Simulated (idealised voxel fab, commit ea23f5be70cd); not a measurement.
Documented hereafter: the process module known as voxel double patterning.
Displayed cross-section: cut, width of 255 nm, square cells sized 5 nm.
Throughout this document, each cross-section is represented as a grid of square cells and is presented as a sequence of bands enumerated from the top downward, where a band comprises one or more rows of cells.
What a band's entry tells you: where the top is and where the bottom is, as heights in nm, and after that what lies inside, material by material from left to right, each with its width in nm. Empty space is written as the word "blank", and a single material marked with the word "edge to edge" occupies the band from edge to edge.
Counting heights begins at 0, where everything beneath is, in the wafer as received, one material. The lowest band has no bottom; it goes on downwards, as "0 nm and below" shows.
The notation "30..40" denotes a width that varies across the rows of cells in the band, beginning at the first number in the top row, finishing at the second number in the bottom row, and changing by an identical amount from each row to the next.
No cell of the cross-section changed in a step that is given as "same as before".
closed voids: empty space of 8 cells or more with no open way to the top, each as width x height at its distance from the left edge, in nm
Anything after a step's settings on that line? It's the simulator's own note about the step.
On any step carrying a mask, the "overlay nm" setting, if present on the step's line, tells how far right of its planned place the mask lay; negative values point to the left.

Below is the list of planned process steps:
step 1: RECEIVE, material Si
step 2: CONFORMAL_DEP, material SiO2, thk nm 10
step 3: DIRECTIONAL_DEP, material polySi, thk nm 15
step 4: DIRECTIONAL_DEP, material SiCN, thk nm 5
step 5: DIRECTIONAL_DEP, material aC, thk nm 15
step 6: PATTERN, tone open, mask id FIRST, material resist, width nm 15, pitch nm 50, thk nm 30, overlay nm 0
step 7: DIRECTIONAL_ETCH, etch materials aC, depth nm 15
step 8: STRIP, etch materials resist
step 9: DIRECTIONAL_ETCH, etch materials SiCN, depth nm 5
step 10: STRIP, etch materials aC
step 11: MASKED_ETCH, tone open, mask id SECOND, width nm 15, pitch nm 50, etch materials SiCN, depth nm 5, overlay nm 0
step 12: DIRECTIONAL_ETCH, etch materials polySi, depth nm 15
step 13: STRIP, etch materials SiCN

Cross-section of the wafer upon arrival, representing the state reached after step 1:
    0 nm and below: Si edge to edge
    closed voids: none

The plan above was carried out on the starting structure above with one mistake, and this cross-section shows the wafer at the end of the module:
    15 nm to 10 nm: polySi (70); blank (15); polySi (10); blank (15); polySi (10); blank (15); polySi (10); blank (15); polySi (10); blank (15); polySi (70)
    10 nm to 0 nm: SiO2 edge to edge
    0 nm and below: Si edge to edge
    closed voids: none
Want to know what went wrong? the process deviated at step 3: the operation and settings actually run there were DIRECTIONAL_DEP, material polySi, thk nm 5
